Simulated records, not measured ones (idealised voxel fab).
The document below concerns the process module designated voxel ribs on slabs.
Section cut is 140 nm wide and gridded with 5 nm square cells.
If you're reading a cross-section in this doc, picture square cells in a grid; it comes to you as bands, top ones listed first down to the bottom, and a band can be one or more rows of cells. Heads up on the band format: heights come first, top then bottom, in nm. After that it's the materials left to right, each with its width in nm. A single material flagged "throughout" fills the whole band edge to edge, and "blank" means there's empty space there. Heads up on the height convention: 0 is the point under which the incoming wafer is all one material, and the lowest band has no bottom, it just keeps going down, like "0..down". Graded width ("30->40"): value in top row of band = first number; value in bottom row = second number; row-to-row change constant. Basically "stayed the same" means that step didn't change any cell in the cross-section. Entry "Sealed-off cavities". Content: empty spaces with no open connection to the top, size 8 cells or greater. Each: width x height at distance. Distance: from left edge. Unit: nm. Formally, on a step line, whatever follows the settings is a remark that the simulator itself makes on the step. A step line may carry the setting "overlay nm", which, for steps involving a mask, states the distance by which the mask lay to the right of its intended position; negative values denote displacement to the left.
### Planned process steps
1: RECEIVE [material Si]
2: DIRECTIONAL_DEP [material SiO2] [thk nm 20]
3: DIRECTIONAL_DEP [material SiN] [thk nm 20]
4: PATTERN [tone cover] [mask id RIB] [material resist] [width nm 25] [thk nm 15] [overlay nm 0]
5: DIRECTIONAL_ETCH [etch materials SiN] [depth nm 15]
6: STRIP [etch materials resist]
7: MASKED_ETCH [tone cover] [mask id SLAB] [width nm 55] [etch materials SiN] [depth nm 5] [overlay nm 0]
8: FILL_DEP [material SiO2] [thk nm 15]
9: CMP [height nm 50]
10: DIRECTIONAL_DEP [material TiN] [thk nm 5]
11: DIRECTIONAL_DEP [material aC] [thk nm 15]
12: PATTERN [tone cover] [mask id HEATER] [material resist] [width nm 35] [thk nm 35] [overlay nm 0]
13: DIRECTIONAL_ETCH [etch materials aC] [depth nm 15]
14: STRIP [etch materials resist]
15: DIRECTIONAL_ETCH [etch materials TiN] [depth nm 5]
16: STRIP [etch materials aC]
17: CONFORMAL_DEP [material SiN] [thk nm 10]
### First of the two wafers, run per plan
### Delivered wafer in cross-section: state after step 1
0..down = Si throughout
Sealed-off cavities: none
### Once step 2 is through, the wafer looks like this in cross-section
20..0 = SiO2 throughout
Beneath the level 0, the cross-section is identical to its previous state.
### Once step 3 is through, the wafer looks like this in cross-section
40..20 = SiN throughout
Beneath the level 20, the cross-section is identical to its previous state.
### Once step 4 is through, the wafer looks like this in cross-section
55..40 = blank: 55; resist: 25; blank: 60
Beneath the level 40, the cross-section is identical to its previous state.
### Once step 5 is through, the wafer looks like this in cross-section
55..40 = blank: 55; resist: 25; blank: 60
40..25 = blank: 55; SiN: 25; blank: 60
Beneath the level 25, the cross-section is identical to its previous state.
### Once step 6 is through, the wafer looks like this in cross-section
40..25 = blank: 55; SiN: 25; blank: 60
Beneath the level 25, the cross-section is identical to its previous state.
### Once step 7 is through, the wafer looks like this in cross-section
40..25 = blank: 55; SiN: 25; blank: 60
25..20 = blank: 40; SiN: 55; blank: 45
Beneath the level 20, the cross-section is identical to its previous state.
### Once step 8 is through, the wafer looks like this in cross-section
55..40 = SiO2 throughout
40..25 = SiO2: 55; SiN: 25; SiO2: 60
25..20 = SiO2: 40; SiN: 55; SiO2: 45
Beneath the level 20, the cross-section is identical to its previous state.
### Once step 9 is through, the wafer looks like this in cross-section
50..40 = SiO2 throughout
Beneath the level 40, the cross-section is identical to its previous state.
### Once step 10 is through, the wafer looks like this in cross-section
55..50 = TiN throughout
Beneath the level 50, the cross-section is identical to its previous state.
### Once step 11 is through, the wafer looks like this in cross-section
70..55 = aC throughout
Beneath the level 55, the cross-section is identical to its previous state.
### Once step 12 is through, the wafer looks like this in cross-section
105..70 = blank: 50; resist: 35; blank: 55
Beneath the level 70, the cross-section is identical to its previous state.
### Once step 13 is through, the wafer looks like this in cross-section
90..70 = blank: 50; resist: 35; blank: 55
70..55 = blank: 50; aC: 35; blank: 55
Beneath the level 55, the cross-section is identical to its previous state.
### Once step 14 is through, the wafer looks like this in cross-section
70..55 = blank: 50; aC: 35; blank: 55
Beneath the level 55, the cross-section is identical to its previous state.
### Once step 15 is through, the wafer looks like this in cross-section
70..55 = blank: 50; aC: 35; blank: 55
55..50 = blank: 50; TiN: 35; blank: 55
Beneath the level 50, the cross-section is identical to its previous state.
### Once step 16 is through, the wafer looks like this in cross-section
55..50 = blank: 50; TiN: 35; blank: 55
Beneath the level 50, the cross-section is identical to its previous state.
### Once step 17 is through, the wafer looks like this in cross-section
65..60 = blank: 40; SiN: 55; blank: 45
60..55 = SiN throughout
55..50 = SiN: 50; TiN: 35; SiN: 55
Beneath the level 50, the cross-section is identical to its previous state.
### Here the second wafer is described. Its start and its plan were those of the first wafer. Its run contained one mistake. Up to and including step 1, it did exactly what the first wafer did
### Second wafer profile in section, at the moment step 2 of the plan was meant to be complete
40..0 = SiO2 throughout
Beneath the level 0, the cross-section is identical to its previous state.
### Second wafer profile in section, at the moment step 3 of the plan was meant to be complete
60..40 = SiN throughout
Beneath the level 40, the cross-section is identical to its previous state.
### Second wafer profile in section, at the moment step 4 of the plan was meant to be complete
75..60 = blank: 55; resist: 25; blank: 60
Beneath the level 60, the cross-section is identical to its previous state.
### Second wafer profile in section, at the moment step 5 of the plan was meant to be complete
75..60 = blank: 55; resist: 25; blank: 60
60..45 = blank: 55; SiN: 25; blank: 60
Beneath the level 45, the cross-section is identical to its previous state.
### Second wafer profile in section, at the moment step 6 of the plan was meant to be complete
60..45 = blank: 55; SiN: 25; blank: 60
Beneath the level 45, the cross-section is identical to its previous state.
### Second wafer profile in section, at the moment step 7 of the plan was meant to be complete
60..45 = blank: 55; SiN: 25; blank: 60
45..40 = blank: 40; SiN: 55; blank: 45
Beneath the level 40, the cross-section is identical to its previous state.
### Second wafer profile in section, at the moment step 8 of the plan was meant to be complete
75..60 = SiO2 throughout
60..45 = SiO2: 55; SiN: 25; SiO2: 60
45..40 = SiO2: 40; SiN: 55; SiO2: 45
Beneath the level 40, the cross-section is identical to its previous state.
### Second wafer profile in section, at the moment step 9 of the plan was meant to be complete
50..40 = SiO2: 55->40; SiN: 25->55; SiO2: 60->45
Beneath the level 40, the cross-section is identical to its previous state.
### Second wafer profile in section, at the moment step 10 of the plan was meant to be complete
55..50 = TiN throughout
Beneath the level 50, the cross-section is identical to its previous state.
### Second wafer profile in section, at the moment step 11 of the plan was meant to be complete
70..55 = aC throughout
Beneath the level 55, the cross-section is identical to its previous state.
### Second wafer profile in section, at the moment step 12 of the plan was meant to be complete
105..70 = blank: 50; resist: 35; blank: 55
Beneath the level 70, the cross-section is identical to its previous state.
### Second wafer profile in section, at the moment step 13 of the plan was meant to be complete
90..70 = blank: 50; resist: 35; blank: 55
70..55 = blank: 50; aC: 35; blank: 55
Beneath the level 55, the cross-section is identical to its previous state.
### Second wafer profile in section, at the moment step 14 of the plan was meant to be complete
70..55 = blank: 50; aC: 35; blank: 55
Beneath the level 55, the cross-section is identical to its previous state.
### Second wafer profile in section, at the moment step 15 of the plan was meant to be complete
70..55 = blank: 50; aC: 35; blank: 55
55..50 = blank: 50; TiN: 35; blank: 55
Beneath the level 50, the cross-section is identical to its previous state.
### Second wafer profile in section, at the moment step 16 of the plan was meant to be complete
55..50 = blank: 50; TiN: 35; blank: 55
Beneath the level 50, the cross-section is identical to its previous state.
### Second wafer profile in section, at the moment step 17 of the plan was meant to be complete
65..60 = blank: 40; SiN: 55; blank: 45
60..55 = SiN throughout
55..50 = SiN: 50; TiN: 35; SiN: 55
Beneath the level 50, the cross-section is identical to its previous state.
Finding, execution versus plan: plan step 2 ran twice
Counted in cells at the end, the second wafer holds more or fewer of these materials than the first: -10 SiN; +10 SiO2
